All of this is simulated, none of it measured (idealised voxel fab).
process module | voxel double patterning
Square cell edge 5 nm, section width 210 nm, ID cut.
The cross-sections in this document take the form of a grid made of square cells. They are written out as bands, in order from top to bottom. Each band consists of one or more rows of cells.
First you get the band's top height and its bottom height, in nm, and then the materials it's made of, left to right, with each width in nm. If you see a single material with "throughout", that one covers the band edge to edge. "air" is empty space.
Measure heights from 0. That's the level where, below it, the as-received wafer is all one material. The lowest band is bottomless and extends downward; write it as in "0 -> down".
It should be noted that a width expressed as "30 to 40" varies in equal increments from row to row of cells within the band, taking the value of the first number at the top row and that of the second number at the bottom row.
Key: "left unchanged" - step with no changed cell in the cross-section.
Closed-off voids of 8+ cells (no open route to the top) go in "Fully sealed cavities", written width x height at distance from the left edge, in nm.
If you see something after the settings on a step's line, that's the simulator's own remark about that step.
What "overlay nm" on a step's line means: if the step has a mask, that mask lay this far to the right of its planned place, or, when the value is negative, to the left.

[The following list gives the planned process steps]
1,RECEIVE with material Si
2,CONFORMAL_DEP with material SiO2, thk nm 5
3,DIRECTIONAL_DEP with material polySi, thk nm 15
4,DIRECTIONAL_DEP with material SiCN, thk nm 5
5,PATTERN with tone open, mask id FIRST, material resist, width nm 15, pitch nm 50, thk nm 15, overlay nm 0
6,DIRECTIONAL_ETCH with etch materials SiCN, depth nm 5
7,STRIP with etch materials resist
8,PATTERN with tone open, mask id SECOND, material resist, width nm 15, pitch nm 50, thk nm 20, overlay nm 0
9,DIRECTIONAL_ETCH with etch materials SiCN, depth nm 5
10,STRIP with etch materials resist
11,DIRECTIONAL_ETCH with etch materials polySi, depth nm 15
12,STRIP with etch materials SiCN
What sets these wafers apart? The width nm at step 8. They all start alike, and the plan carries the first wafer's value.

[Cross-section, first of several wafers, as delivered after step 1]
* 0 -> down  Si throughout
* Fully sealed cavities: none

[Here's the first of several wafers in cross-section, end of the module, after the last step, step 12]
* 20 -> 5  polySi (45) | air (15) | polySi (10) | air (15) | polySi (10) | air (15) | polySi (10) | air (15) | polySi (10) | air (15) | polySi (50)
* 5 -> 0  SiO2 throughout
* 0 -> down  Si throughout
* Fully sealed cavities: none

[Final wafer of several, shown in cross-section at the end of the module]
* 20 -> 5  polySi (45) | air (15) | polySi (5) | air (45) | polySi (5) | air (45) | polySi (50)
* 5 -> 0  SiO2 throughout
* 0 -> down  Si throughout
* Fully sealed cavities: none

[wafer rows; end of module; cells per material since receipt: (+) gained, (-) lost; then closed voids]
width nm 15, +42 SiO2, +81 polySi, Fully sealed cavities: none
width nm 20, +42 SiO2, +75 polySi, Fully sealed cavities: none
width nm 25, +42 SiO2, +69 polySi, Fully sealed cavities: none
width nm 30, +42 SiO2, +63 polySi, Fully sealed cavities: none
